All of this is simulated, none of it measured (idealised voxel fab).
Process module name: voxel transistor to metal
Xsec cut, 215 nm wide, square cell size 5 nm.
Cross-section format: a grid of square cells, given as bands from top to bottom; each band is one or more rows of cells.
A band entry consists of two parts. The first gives the height of the band's top and the height of its bottom, in nm. The rest lists the band's materials from left to right, each with its width in nm. A single material labelled with the word "all across" fills the band from edge to edge, and the word "empty" marks empty space.
It should be noted that heights are counted from 0, beneath which the wafer as supplied is of one material throughout, and that the lowest band possesses no lower boundary but continues downward, as written in "top 0, no bottom".
Note: "30 to 40" means the width goes from the first number (top row of the band) to the second number (bottom row) in equal steps per row of cells.
"no change occurred" (step): cross-section cells unchanged, all of them.
Look at "Closed internal voids" for the closed voids: empty spaces with no open path to the top, sized 8 cells or up. Each is width x height at distance, distance from the left edge, all nm.
It should be noted that, on the line of a given step, the content following the step's settings is a remark produced by the simulator itself with respect to that step.
The setting "overlay nm" may be written on the line of a step. When the step uses a mask, the value reports how far to the right of the planned place the mask lay, and a negative value reports that it lay to the left.

**Process steps foreseen in the plan**
1) RECEIVE,material Si
2) OXIDIZE,depth nm 5
3) CONFORMAL_DEP,material SiN,thk nm 10
4) DIRECTIONAL_DEP,material aC,thk nm 15
5) PATTERN,tone cover,mask id ACTIVE,material resist,width nm 115,thk nm 35,overlay nm 0
6) DIRECTIONAL_ETCH,etch materials aC,depth nm 15
7) STRIP,etch materials resist
8) DIRECTIONAL_ETCH,etch materials SiN,depth nm 10
9) DIRECTIONAL_ETCH,etch materials SiO2,depth nm 5
10) DIRECTIONAL_ETCH,etch materials Si,depth nm 25
11) STRIP,etch materials aC
12) FILL_DEP,material SiO2,thk nm 15
13) CMP,height nm 10
14) SELECTIVE_ETCH,etch materials SiO2,depth nm 5
15) STRIP,etch materials SiN
16) SELECTIVE_ETCH,etch materials SiO2,depth nm 5
17) OXIDIZE,depth nm 5
18) DIRECTIONAL_DEP,material polySi,thk nm 20
19) DIRECTIONAL_DEP,material SiCN,thk nm 15
20) MASKED_ETCH,tone cover,mask id GATE,width nm 25,etch materials SiCN,depth nm 25,overlay nm 0
21) MASKED_ETCH,tone cover,mask id GATE,width nm 25,etch materials polySi,depth nm 30,overlay nm 0
22) CONFORMAL_DEP,material SiO2,thk nm 5
23) DIRECTIONAL_ETCH,etch materials SiO2,depth nm 5
24) CONFORMAL_DEP,material SiN,thk nm 5
25) DIRECTIONAL_ETCH,etch materials SiN,depth nm 5
26) DIRECTIONAL_ETCH,etch materials SiO2,depth nm 5
27) DIRECTIONAL_ETCH,etch materials Si,depth nm 15
28) EPI,material nSi,thk nm 15
29) FILL_DEP,material SiO2,thk nm 5
30) CMP,height nm 30
31) DIRECTIONAL_DEP,material SiO2,thk nm 15
32) PATTERN,tone open,mask id CONTACT,material resist,width nm 20,pitch nm 75,thk nm 15,overlay nm 0
33) DIRECTIONAL_ETCH,etch materials SiO2,depth nm 40
34) STRIP,etch materials resist
35) CONFORMAL_DEP,material TiN,thk nm 5
36) FILL_DEP,material Ru,thk nm 10
37) CMP,height nm 45
38) DIRECTIONAL_DEP,material TiN,thk nm 5
39) DIRECTIONAL_DEP,material Ru,thk nm 15
40) DIRECTIONAL_DEP,material aC,thk nm 10
41) PATTERN,tone cover,mask id METAL_1,material resist,width nm 20,pitch nm 75,thk nm 25,overlay nm 0
42) DIRECTIONAL_ETCH,etch materials aC,depth nm 10
43) STRIP,etch materials resist
44) DIRECTIONAL_ETCH,etch materials Ru,depth nm 15
45) DIRECTIONAL_ETCH,etch materials TiN,depth nm 5
46) STRIP,etch materials aC
47) FILL_DEP,material lowk,thk nm 10
48) CMP,height nm 65
49) CONFORMAL_DEP,material SiN,thk nm 5
What sets these wafers apart? The thk nm at step 49. They all start alike, and the plan carries the first wafer's value.

**Cross-section of the first of several received wafers, showing its state after step 1**
	top 0, no bottom  Si all across
	Closed internal voids: none

**The table below has one row for each wafer; a row shows, as of the end of the module, how many cells of each material the wafer has gained, marked (+), or lost, marked (-), since it was received, and then the wafer's closed voids**
thk nm 5 | +52 Ru | -202 Si | +15 SiCN | +59 SiN | +400 SiO2 | +44 TiN | +140 lowk | +74 nSi | +20 polySi | Closed internal voids: none
thk nm 10 | +52 Ru | -202 Si | +15 SiCN | +102 SiN | +400 SiO2 | +44 TiN | +140 lowk | +74 nSi | +20 polySi | Closed internal voids: none
thk nm 15 | +52 Ru | -202 Si | +15 SiCN | +145 SiN | +400 SiO2 | +44 TiN | +140 lowk | +74 nSi | +20 polySi | Closed internal voids: none
thk nm 20 | +52 Ru | -202 Si | +15 SiCN | +188 SiN | +400 SiO2 | +44 TiN | +140 lowk | +74 nSi | +20 polySi | Closed internal voids: none
